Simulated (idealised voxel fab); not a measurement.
process module | voxel lift off
cross-section cut | 195 nm wide | cells 5 nm
A cross-section is a grid of square cells, given in bands from the top down. A band is one or more rows of cells.
Each band's line starts with the height of the band's top and of its bottom, in nm. Then come its materials from left to right, each with its width in nm. One material with "throughout" fills the band from edge to edge. "air" is empty space.
Height 0 is the level under which the wafer as received is all one material. The lowest band goes on downwards, as in "0 down".
A width such as "30 to 40" changes by the same amount from each row of cells to the next, from the band's top row to its bottom row.
"no change" after a step means that no cell of the cross-section changed.
closed voids: empty space of 8 cells or more with no open way to the top, each as width x height at its distance from the left edge, in nm
after a step's settings: what the simulator itself notes on the step
overlay nm, on a step with a mask: how far to the right of its planned place the mask lay; to the left if negative
plan
1 op RECEIVE | material Si
2 op CONFORMAL_DEP | material SiN | thk nm 10
3 op PATTERN | tone open | mask id LINES | material resist | width nm 15 | pitch nm 45 | thk nm 20 | overlay nm 0
4 op DIRECTIONAL_DEP | material Ru | thk nm 5
5 op STRIP | etch materials resist
6 op CONFORMAL_DEP | material SiCN | thk nm 5
as received, after step 1
  0 down: Si throughout
  closed voids: none
a wafer at the end: this start, this plan, one mistake
  15 to 10: SiCN throughout
  10 to 0: SiN throughout
  0 down: Si throughout
  closed voids: none
what went wrong: step 4 was left out
